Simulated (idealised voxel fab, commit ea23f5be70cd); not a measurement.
voxel capacitor over wiring: a process module
Shown is cross-section cut, with a width of 285 nm and square cells of size 5 nm.
A cross-section in this document is a grid of square cells, and it is written down as bands, the top band listed before the ones below it; a band is made up of one or more rows of cells. Basically the band line says how high the top is and how high the bottom is, in nm, and then what's in it from left to right, every material with its width in nm. Empty space shows up as "empty", and if a single material carries "edge to edge" it runs the full band edge to edge. The reference from which all heights are counted is 0, the level beneath which the as-received wafer is entirely one material; the lowest band, having no lower bound, proceeds downward and is written after the example "0 down". Width "30 to 40": first value at the band's top row of cells, second value at its bottom row, equal change from row to row. Take "nothing got changed" at face value: in the step it is given for, the cross-section changed in none of its cells. Empty spaces without an open route to the top, at least 8 cells in extent, make up the entry "Enclosed void entries"; each is given as width x height at distance, where the distance is measured from the left edge, and all are in nm. Post-settings text on a step line: simulator's own remark regarding the step. overlay nm: step with mask; distance mask lay right of planned place; negative value = left of planned place.

[Listed below are the process steps as planned]
step 1: RECEIVE, material Si
step 2: CONFORMAL_DEP, material SiO2, thk nm 10
step 3: DIRECTIONAL_DEP, material TiN, thk nm 5
step 4: DIRECTIONAL_DEP, material Ru, thk nm 15
step 5: PATTERN, tone cover, mask id METAL_1, material resist, width nm 30, pitch nm 80, thk nm 20, overlay nm 0
step 6: DIRECTIONAL_ETCH, etch materials Ru, depth nm 15
step 7: DIRECTIONAL_ETCH, etch materials TiN, depth nm 5
step 8: STRIP, etch materials resist
step 9: CONFORMAL_DEP, material SiN, thk nm 5
step 10: FILL_DEP, material lowk, thk nm 5
step 11: CMP, height nm 30
step 12: CONFORMAL_DEP, material SiCN, thk nm 5
step 13: DIRECTIONAL_DEP, material SiO2, thk nm 10
step 14: MASKED_ETCH, tone open, mask id PLUG_1, width nm 15, etch materials SiO2, depth nm 10, overlay nm 0
step 15: MASKED_ETCH, tone open, mask id PLUG_1, width nm 15, etch materials SiCN, depth nm 5, overlay nm 0
step 16: EPI, material Ru, thk nm 10
step 17: EPI, material Ru, thk nm 5
step 18: DIRECTIONAL_DEP, material TiN, thk nm 10
step 19: DIRECTIONAL_DEP, material Al2O3, thk nm 5
step 20: DIRECTIONAL_DEP, material TiN, thk nm 10
step 21: PATTERN, tone cover, mask id UPPER_PLATE, material resist, width nm 55, thk nm 20, overlay nm 0
step 22: DIRECTIONAL_ETCH, etch materials TiN, depth nm 10
step 23: DIRECTIONAL_ETCH, etch materials Al2O3, depth nm 5
step 24: STRIP, etch materials resist
step 25: MASKED_ETCH, tone cover, mask id LOWER_PLATE, width nm 65, etch materials TiN, depth nm 10, overlay nm -15
step 26: FILL_DEP, material SiO2, thk nm 15
step 27: CMP, height nm 80
step 28: DIRECTIONAL_DEP, material aC, thk nm 10
step 29: PATTERN, tone open, mask id PLUG_2, material resist, width nm 15, thk nm 30, overlay nm 0
step 30: DIRECTIONAL_ETCH, etch materials aC, depth nm 10
step 31: STRIP, etch materials resist
step 32: DIRECTIONAL_ETCH, etch materials SiO2, depth nm 10
step 33: STRIP, etch materials aC
step 34: CONFORMAL_DEP, material TiN, thk nm 5
step 35: FILL_DEP, material Ru, thk nm 5
step 36: CMP, height nm 80
step 37: CONFORMAL_DEP, material SiCN, thk nm 5
Wafers differ in overlay nm at step 25; plan lists the first wafer's value; identical starting state.

[After step 1, as received: first of several wafers, cross-section]
- 0 down  Si edge to edge
- Enclosed void entries: none

[Last step of the module is step 37; after it, the first of several wafers in cross-section]
- 85 to 80  SiCN edge to edge
- 80 to 75  SiO2: 110, then TiN: 5, then Ru: 5, then TiN: 5, then SiO2: 160
- 75 to 70  SiO2: 110, then TiN: 15, then SiO2: 160
- 70 to 60  SiO2: 100, then TiN: 45, then SiO2: 140
- 60 to 55  SiO2: 100, then Al2O3: 55, then SiO2: 130
- 55 to 45  SiO2: 80, then TiN: 75, then SiO2: 130
- 45 to 35  SiO2: 100, then Ru: 15, then SiO2: 170
- 35 to 30  SiCN: 100, then Ru: 15, then SiCN: 170
- 30 to 15  lowk: 80, then SiN: 5, then Ru: 30, then SiN: 5, then lowk: 40, then SiN: 5, then Ru: 30, then SiN: 5, then lowk: 85
- 15 to 10  SiN: 85, then TiN: 30, then SiN: 50, then TiN: 30, then SiN: 90
- 10 to 0  SiO2 edge to edge
- 0 down  Si edge to edge
- Enclosed void entries: none

[Cross-sectional depiction of the last of several wafers upon completion of the module]
- 85 to 80  SiCN edge to edge
- 80 to 75  SiO2: 110, then TiN: 5, then Ru: 5, then TiN: 5, then SiO2: 160
- 75 to 70  SiO2: 110, then TiN: 15, then SiO2: 160
- 70 to 60  SiO2: 110, then TiN: 45, then SiO2: 130
- 60 to 55  SiO2: 100, then Al2O3: 55, then SiO2: 130
- 55 to 45  SiO2: 100, then TiN: 75, then SiO2: 110
- 45 to 35  SiO2: 100, then Ru: 15, then SiO2: 170
- 35 to 30  SiCN: 100, then Ru: 15, then SiCN: 170
- 30 to 15  lowk: 80, then SiN: 5, then Ru: 30, then SiN: 5, then lowk: 40, then SiN: 5, then Ru: 30, then SiN: 5, then lowk: 85
- 15 to 10  SiN: 85, then TiN: 30, then SiN: 50, then TiN: 30, then SiN: 90
- 10 to 0  SiO2 edge to edge
- 0 down  Si edge to edge
- Enclosed void entries: none

[Each row below is a wafer at the end of the module, listing for every material the number of cells it has gained (+) or lost (-) since it was received, followed by its closed voids]
overlay nm -15, +11 Al2O3, +46 Ru, +111 SiCN, +57 SiN, +556 SiO2, +65 TiN, +123 lowk, Enclosed void entries: none
overlay nm -10, +11 Al2O3, +46 Ru, +111 SiCN, +57 SiN, +556 SiO2, +65 TiN, +123 lowk, Enclosed void entries: none
overlay nm -5, +11 Al2O3, +46 Ru, +111 SiCN, +57 SiN, +556 SiO2, +65 TiN, +123 lowk, Enclosed void entries: none
overlay nm 0, +11 Al2O3, +46 Ru, +111 SiCN, +57 SiN, +556 SiO2, +65 TiN, +123 lowk, Enclosed void entries: none
overlay nm 5, +11 Al2O3, +46 Ru, +111 SiCN, +57 SiN, +556 SiO2, +65 TiN, +123 lowk, Enclosed void entries: none
overlay nm 10, +11 Al2O3, +46 Ru, +111 SiCN, +57 SiN, +556 SiO2, +65 TiN, +123 lowk, Enclosed void entries: none
overlay nm 15, +11 Al2O3, +46 Ru, +111 SiCN, +57 SiN, +556 SiO2, +65 TiN, +123 lowk, Enclosed void entries: none
